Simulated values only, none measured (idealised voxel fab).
The name of this process module is voxel transistor to metal.
It is cross-section cut that appears here, measuring 295 nm in width, its square cells being 5 nm in size.
Cross-section layout: square cells on a grid; listed as bands, top to bottom; a band spans one or more cell rows.
Basically the band line says how high the top is and how high the bottom is, in nm, and then what's in it from left to right, every material with its width in nm. Empty space shows up as "empty", and if a single material carries "all across" it runs the full band edge to edge.
Heads up on the height convention: 0 is the point under which the incoming wafer is all one material, and the lowest band has no bottom, it just keeps going down, like "z 0 and below".
The width entry "30..40" should be interpreted row by row: the top row of cells in the band takes the first number, the bottom row takes the second number, and the change between adjacent rows is uniform throughout.
Key: "nothing got changed" - step with no changed cell in the cross-section.
"Closed void list": sealed empty spaces, 8 cells or more, no open way to top, listed width x height at distance, with distance from the left edge and width, height and distance in nm.
On a step's line, text after the settings is the simulator commenting on that step.
The "overlay nm" setting may appear on a step's line; for a step that uses a mask, it gives how far to the right of its planned position the mask lay, and a negative value indicates the left.
These are the steps we planned for the process
step 1: RECEIVE, material Si
step 2: OXIDIZE, depth nm 5
step 3: CONFORMAL_DEP, material SiN, thk nm 10
step 4: MASKED_ETCH, tone cover, mask id ACTIVE, width nm 90, pitch nm 110, etch materials SiN, depth nm 10, overlay nm 0
step 5: MASKED_ETCH, tone cover, mask id ACTIVE, width nm 90, pitch nm 110, etch materials SiO2, depth nm 5, overlay nm 0
step 6: MASKED_ETCH, tone cover, mask id ACTIVE, width nm 90, pitch nm 110, etch materials Si, depth nm 25, overlay nm 0
step 7: FILL_DEP, material SiO2, thk nm 15
step 8: CMP, height nm 10
step 9: SELECTIVE_ETCH, etch materials SiO2, depth nm 10
step 10: STRIP, etch materials SiN
step 11: SELECTIVE_ETCH, etch materials SiO2, depth nm 5
step 12: OXIDIZE, depth nm 5
step 13: DIRECTIONAL_DEP, material polySi, thk nm 25
step 14: DIRECTIONAL_DEP, material SiCN, thk nm 10
step 15: MASKED_ETCH, tone cover, mask id GATE, width nm 20, pitch nm 110, etch materials SiCN, depth nm 20, overlay nm 0
step 16: MASKED_ETCH, tone cover, mask id GATE, width nm 20, pitch nm 110, etch materials polySi, depth nm 35, overlay nm 0
step 17: CONFORMAL_DEP, material SiO2, thk nm 5
step 18: DIRECTIONAL_ETCH, etch materials SiO2, depth nm 5
step 19: CONFORMAL_DEP, material SiN, thk nm 10
step 20: DIRECTIONAL_ETCH, etch materials SiN, depth nm 10
step 21: DIRECTIONAL_ETCH, etch materials SiO2, depth nm 5
step 22: DIRECTIONAL_ETCH, etch materials Si, depth nm 5
step 23: EPI, material SiGe, thk nm 10
step 24: FILL_DEP, material SiO2, thk nm 5
step 25: CMP, height nm 30
step 26: DIRECTIONAL_DEP, material SiO2, thk nm 10
step 27: PATTERN, tone open, mask id CONTACT, material resist, width nm 15, thk nm 20, overlay nm 0
step 28: DIRECTIONAL_ETCH, etch materials SiO2, depth nm 45
step 29: STRIP, etch materials resist
step 30: CONFORMAL_DEP, material TiN, thk nm 5
step 31: FILL_DEP, material W, thk nm 5
step 32: CMP, height nm 40
step 33: DIRECTIONAL_DEP, material TiN, thk nm 5
step 34: DIRECTIONAL_DEP, material Ru, thk nm 25
step 35: MASKED_ETCH, tone cover, mask id METAL_1, width nm 15, etch materials Ru, depth nm 25, overlay nm 0
step 36: MASKED_ETCH, tone cover, mask id METAL_1, width nm 15, etch materials TiN, depth nm 5, overlay nm 0
step 37: FILL_DEP, material SiO2, thk nm 5
step 38: CMP, height nm 70
step 39: CONFORMAL_DEP, material SiCN, thk nm 5
step 40: DIRECTIONAL_DEP, material SiO2, thk nm 30
step 41: DIRECTIONAL_DEP, material aC, thk nm 10
step 42: PATTERN, tone open, mask id METAL_2, material resist, width nm 15, pitch nm 110, thk nm 25, overlay nm 0
step 43: DIRECTIONAL_ETCH, etch materials aC, depth nm 10
step 44: STRIP, etch materials resist
step 45: DIRECTIONAL_ETCH, etch materials SiO2, depth nm 15
step 46: STRIP, etch materials aC
step 47: MASKED_ETCH, tone open, mask id METAL_2_HOLES, width nm 15, pitch nm 110, etch materials SiO2, depth nm 15, overlay nm 0
step 48: MASKED_ETCH, tone open, mask id METAL_2_HOLES, width nm 15, pitch nm 110, etch materials SiCN, depth nm 5, overlay nm 0
step 49: CONFORMAL_DEP, material TiN, thk nm 5
step 50: FILL_DEP, material Ru, thk nm 10
step 51: CMP, height nm 105
step 52: CONFORMAL_DEP, material SiN, thk nm 5
As received, after step 1
z 0 and below | Si all across
Closed void list: none
The module was run from the start shown above using the plan shown above, but one mistake was made doing it; the resulting wafer cross-section is below
z 110 to 105 | SiN all across
z 105 to 75 | SiO2 50 nm / TiN 5 nm / Ru 5 nm / TiN 5 nm / SiO2 95 nm / TiN 5 nm / Ru 5 nm / TiN 5 nm / SiO2 120 nm
z 75 to 70 | SiCN 50 nm / TiN 15 nm / SiCN 95 nm / TiN 15 nm / SiCN 120 nm
z 70 to 45 | SiO2 50 nm / Ru 15 nm / SiO2 50 nm / Ru 15 nm / SiO2 30 nm / Ru 15 nm / SiO2 50 nm / Ru 15 nm / SiO2 55 nm
z 45 to 40 | SiO2 50 nm / TiN 15 nm / SiO2 50 nm / TiN 15 nm / SiO2 30 nm / TiN 15 nm / SiO2 50 nm / TiN 15 nm / SiO2 55 nm
z 40 to 30 | SiO2 50 nm / TiN 5 nm / W 5 nm / TiN 5 nm / SiO2 50 nm / TiN 5 nm / W 5 nm / TiN 5 nm / SiO2 30 nm / TiN 5 nm / W 5 nm / TiN 5 nm / SiO2 50 nm / TiN 5 nm / W 5 nm / TiN 5 nm / SiO2 55 nm
z 30 to 20 | SiO2 50 nm / TiN 5 nm / W 5 nm / TiN 5 nm / SiN 10 nm / SiO2 5 nm / SiCN 20 nm / SiO2 5 nm / SiN 10 nm / TiN 5 nm / W 5 nm / TiN 5 nm / SiO2 30 nm / TiN 5 nm / W 5 nm / TiN 5 nm / SiN 10 nm / SiO2 5 nm / SiCN 20 nm / SiO2 5 nm / SiN 10 nm / TiN 5 nm / W 5 nm / TiN 5 nm / SiO2 55 nm
z 20 to 5 | SiO2 50 nm / TiN 5 nm / W 5 nm / TiN 5 nm / SiN 10 nm / SiO2 5 nm / polySi 20 nm / SiO2 5 nm / SiN 10 nm / TiN 5 nm / W 5 nm / TiN 5 nm / SiO2 30 nm / TiN 5 nm / W 5 nm / TiN 5 nm / SiN 10 nm / SiO2 5 nm / polySi 20 nm / SiO2 5 nm / SiN 10 nm / TiN 5 nm / W 5 nm / TiN 5 nm / SiO2 55 nm
z 5 to 0 | SiO2 50 nm / TiN 15 nm / SiN 10 nm / SiO2 5 nm / polySi 20 nm / SiO2 5 nm / SiN 10 nm / TiN 15 nm / SiO2 30 nm / TiN 15 nm / SiN 10 nm / SiO2 5 nm / polySi 20 nm / SiO2 5 nm / SiN 10 nm / TiN 15 nm / SiO2 55 nm
z 0 to -5 | SiO2 50 nm / TiN 5 nm / SiGe 10 nm / SiN 10 nm / SiO2 5 nm / polySi 20 nm / SiO2 5 nm / SiN 10 nm / SiGe 10 nm / TiN 5 nm / SiO2 30 nm / TiN 5 nm / SiGe 10 nm / SiN 10 nm / SiO2 5 nm / polySi 20 nm / SiO2 5 nm / SiN 10 nm / SiGe 10 nm / TiN 5 nm / SiO2 55 nm
z -5 to -10 | SiO2 40 nm / SiGe 25 nm / SiO2 50 nm / SiGe 25 nm / SiO2 10 nm / SiGe 25 nm / SiO2 50 nm / SiGe 25 nm / SiO2 45 nm
z -10 to -15 | SiO2 45 nm / SiGe 20 nm / Si 50 nm / SiGe 20 nm / SiO2 20 nm / SiGe 20 nm / Si 50 nm / SiGe 20 nm / SiO2 50 nm
z -15 to -55 | SiO2 45 nm / Si 90 nm / SiO2 20 nm / Si 90 nm / SiO2 50 nm
z -55 and below | Si all across
Closed void list: none
So what did we get wrong on this run? step 6 of the plan was performed twice
